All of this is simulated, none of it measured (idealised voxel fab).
process module | voxel self aligned contacts
cross-section cut | 290 nm wide | cells 5 nm
A cross-section is a grid of square cells, given in bands from the top down. A band is one or more rows of cells.
Each band's line starts with the height of the band's top and of its bottom, in nm. Then come its materials from left to right, each with its width in nm. One material with "throughout" fills the band from edge to edge. "air" is empty space.
Height 0 is the level under which the wafer as received is all one material. The lowest band goes on downwards, as in "0 down".
A width such as "30 to 40" changes by the same amount from each row of cells to the next, from the band's top row to its bottom row.
"no change" after a step means that no cell of the cross-section changed.
closed voids: empty space of 8 cells or more with no open way to the top, each as width x height at its distance from the left edge, in nm
after a step's settings: what the simulator itself notes on the step
overlay nm, on a step with a mask: how far to the right of its planned place the mask lay; to the left if negative
plan
1 op RECEIVE | material Si
2 op CONFORMAL_DEP | material SiO2 | thk nm 5
3 op DIRECTIONAL_DEP | material polySi | thk nm 25
4 op DIRECTIONAL_DEP | material SiN | thk nm 20
5 op DIRECTIONAL_DEP | material aC | thk nm 15
6 op PATTERN | tone cover | mask id GATE | material resist | width nm 30 | pitch nm 75 | thk nm 30 | overlay nm 0
7 op DIRECTIONAL_ETCH | etch materials aC | depth nm 15
8 op STRIP | etch materials resist
9 op DIRECTIONAL_ETCH | etch materials SiN | depth nm 20
10 op DIRECTIONAL_ETCH | etch materials polySi | depth nm 25
11 op STRIP | etch materials aC
12 op CONFORMAL_DEP | material SiN | thk nm 10
13 op DIRECTIONAL_ETCH | etch materials SiN | depth nm 10
14 op FILL_DEP | material SiO2 | thk nm 10
15 op CMP | height nm 55
16 op MASKED_ETCH | tone open | mask id CONTACT | width nm 55 | pitch nm 75 | etch materials SiO2 | depth nm 55 | overlay nm 0
17 op CONFORMAL_DEP | material TiN | thk nm 5
18 op FILL_DEP | material W | thk nm 5
19 op CMP | height nm 55
20 op CONFORMAL_DEP | material SiN | thk nm 5
first wafer, as planned
as received, after step 1
  0 down: Si throughout
  closed voids: none
after step 2
  5 to 0: SiO2 throughout
  below 0: unchanged
after step 3
  30 to 5: polySi throughout
  below 5: unchanged
after step 4
  50 to 30: SiN throughout
  below 30: unchanged
after step 5
  65 to 50: aC throughout
  below 50: unchanged
after step 6
  95 to 65: air 55 | resist 30 | air 45 | resist 30 | air 45 | resist 30 | air 55
  below 65: unchanged
after step 7
  80 to 65: air 55 | resist 30 | air 45 | resist 30 | air 45 | resist 30 | air 55
  65 to 50: air 55 | aC 30 | air 45 | aC 30 | air 45 | aC 30 | air 55
  below 50: unchanged
after step 8
  65 to 50: air 55 | aC 30 | air 45 | aC 30 | air 45 | aC 30 | air 55
  below 50: unchanged
after step 9
  65 to 50: air 55 | aC 30 | air 45 | aC 30 | air 45 | aC 30 | air 55
  50 to 30: air 55 | SiN 30 | air 45 | SiN 30 | air 45 | SiN 30 | air 55
  below 30: unchanged
after step 10
  65 to 50: air 55 | aC 30 | air 45 | aC 30 | air 45 | aC 30 | air 55
  50 to 30: air 55 | SiN 30 | air 45 | SiN 30 | air 45 | SiN 30 | air 55
  30 to 5: air 55 | polySi 30 | air 45 | polySi 30 | air 45 | polySi 30 | air 55
  below 5: unchanged
after step 11
  50 to 30: air 55 | SiN 30 | air 45 | SiN 30 | air 45 | SiN 30 | air 55
  below 30: unchanged
after step 12
  60 to 30: air 45 | SiN 50 | air 25 | SiN 50 | air 25 | SiN 50 | air 45
  30 to 15: air 45 | SiN 10 | polySi 30 | SiN 10 | air 25 | SiN 10 | polySi 30 | SiN 10 | air 25 | SiN 10 | polySi 30 | SiN 10 | air 45
  15 to 5: SiN 55 | polySi 30 | SiN 45 | polySi 30 | SiN 45 | polySi 30 | SiN 55
  below 5: unchanged
after step 13
  50 to 30: air 45 | SiN 50 | air 25 | SiN 50 | air 25 | SiN 50 | air 45
  30 to 5: air 45 | SiN 10 | polySi 30 | SiN 10 | air 25 | SiN 10 | polySi 30 | SiN 10 | air 25 | SiN 10 | polySi 30 | SiN 10 | air 45
  below 5: unchanged
after step 14
  60 to 50: SiO2 throughout
  50 to 30: SiO2 45 | SiN 50 | SiO2 25 | SiN 50 | SiO2 25 | SiN 50 | SiO2 45
  30 to 5: SiO2 45 | SiN 10 | polySi 30 | SiN 10 | SiO2 25 | SiN 10 | polySi 30 | SiN 10 | SiO2 25 | SiN 10 | polySi 30 | SiN 10 | SiO2 45
  below 5: unchanged
after step 15
  55 to 50: SiO2 throughout
  below 50: unchanged
after step 16
  55 to 50: SiO2 80 | air 55 | SiO2 20 | air 55 | SiO2 80
  50 to 30: SiO2 45 | SiN 50 | air 25 | SiN 50 | air 25 | SiN 50 | SiO2 45
  30 to 5: SiO2 45 | SiN 10 | polySi 30 | SiN 10 | air 25 | SiN 10 | polySi 30 | SiN 10 | air 25 | SiN 10 | polySi 30 | SiN 10 | SiO2 45
  5 to 0: SiO2 95 | air 25 | SiO2 50 | air 25 | SiO2 95
  below 0: unchanged
after step 17
  60 to 55: TiN 85 | air 45 | TiN 30 | air 45 | TiN 85
  55 to 50: SiO2 80 | TiN 20 | air 15 | TiN 20 | SiO2 20 | TiN 20 | air 15 | TiN 20 | SiO2 80
  50 to 30: SiO2 45 | SiN 50 | TiN 5 | air 15 | TiN 5 | SiN 50 | TiN 5 | air 15 | TiN 5 | SiN 50 | SiO2 45
  30 to 5: SiO2 45 | SiN 10 | polySi 30 | SiN 10 | TiN 5 | air 15 | TiN 5 | SiN 10 | polySi 30 | SiN 10 | TiN 5 | air 15 | TiN 5 | SiN 10 | polySi 30 | SiN 10 | SiO2 45
  5 to 0: SiO2 95 | TiN 25 | SiO2 50 | TiN 25 | SiO2 95
  below 0: unchanged
after step 18
  65 to 60: W throughout
  60 to 55: TiN 85 | W 45 | TiN 30 | W 45 | TiN 85
  55 to 50: SiO2 80 | TiN 20 | W 15 | TiN 20 | SiO2 20 | TiN 20 | W 15 | TiN 20 | SiO2 80
  50 to 30: SiO2 45 | SiN 50 | TiN 5 | W 15 | TiN 5 | SiN 50 | TiN 5 | W 15 | TiN 5 | SiN 50 | SiO2 45
  30 to 5: SiO2 45 | SiN 10 | polySi 30 | SiN 10 | TiN 5 | W 15 | TiN 5 | SiN 10 | polySi 30 | SiN 10 | TiN 5 | W 15 | TiN 5 | SiN 10 | polySi 30 | SiN 10 | SiO2 45
  below 5: unchanged
after step 19
  55 to 50: SiO2 80 | TiN 20 | W 15 | TiN 20 | SiO2 20 | TiN 20 | W 15 | TiN 20 | SiO2 80
  below 50: unchanged
after step 20
  60 to 55: SiN throughout
  below 55: unchanged
second wafer: like start, like plan, one mistake. Through step 15 it matches the first wafer
when step 16 should have ended
  55 to 50: SiO2 90 | air 55 | SiO2 20 | air 55 | SiO2 70
  50 to 30: SiO2 45 | SiN 50 | air 25 | SiN 50 | air 25 | SiN 50 | SiO2 45
  30 to 5: SiO2 45 | SiN 10 | polySi 30 | SiN 10 | air 25 | SiN 10 | polySi 30 | SiN 10 | air 25 | SiN 10 | polySi 30 | SiN 10 | SiO2 45
  5 to 0: SiO2 95 | air 25 | SiO2 50 | air 25 | SiO2 95
  below 0: unchanged
when step 17 should have ended
  60 to 55: TiN 95 | air 45 | TiN 30 | air 45 | TiN 75
  55 to 50: SiO2 90 | TiN 10 | air 15 | TiN 30 | SiO2 20 | TiN 10 | air 15 | TiN 30 | SiO2 70
  50 to 30: SiO2 45 | SiN 50 | TiN 5 | air 15 | TiN 5 | SiN 50 | TiN 5 | air 15 | TiN 5 | SiN 50 | SiO2 45
  30 to 5: SiO2 45 | SiN 10 | polySi 30 | SiN 10 | TiN 5 | air 15 | TiN 5 | SiN 10 | polySi 30 | SiN 10 | TiN 5 | air 15 | TiN 5 | SiN 10 | polySi 30 | SiN 10 | SiO2 45
  5 to 0: SiO2 95 | TiN 25 | SiO2 50 | TiN 25 | SiO2 95
  below 0: unchanged
when step 18 should have ended
  65 to 60: W throughout
  60 to 55: TiN 95 | W 45 | TiN 30 | W 45 | TiN 75
  55 to 50: SiO2 90 | TiN 10 | W 15 | TiN 30 | SiO2 20 | TiN 10 | W 15 | TiN 30 | SiO2 70
  50 to 30: SiO2 45 | SiN 50 | TiN 5 | W 15 | TiN 5 | SiN 50 | TiN 5 | W 15 | TiN 5 | SiN 50 | SiO2 45
  30 to 5: SiO2 45 | SiN 10 | polySi 30 | SiN 10 | TiN 5 | W 15 | TiN 5 | SiN 10 | polySi 30 | SiN 10 | TiN 5 | W 15 | TiN 5 | SiN 10 | polySi 30 | SiN 10 | SiO2 45
  below 5: unchanged
when step 19 should have ended
  55 to 50: SiO2 90 | TiN 10 | W 15 | TiN 30 | SiO2 20 | TiN 10 | W 15 | TiN 30 | SiO2 70
  below 50: unchanged
when step 20 should have ended
  60 to 55: SiN throughout
  below 55: unchanged
what went wrong: step 16 ran as: op MASKED_ETCH | tone open | mask id CONTACT | width nm 55 | pitch nm 75 | etch materials SiO2 | depth nm 55 | overlay nm 10
at the end the second wafer has, in cells: as many of each material as the first, in other places
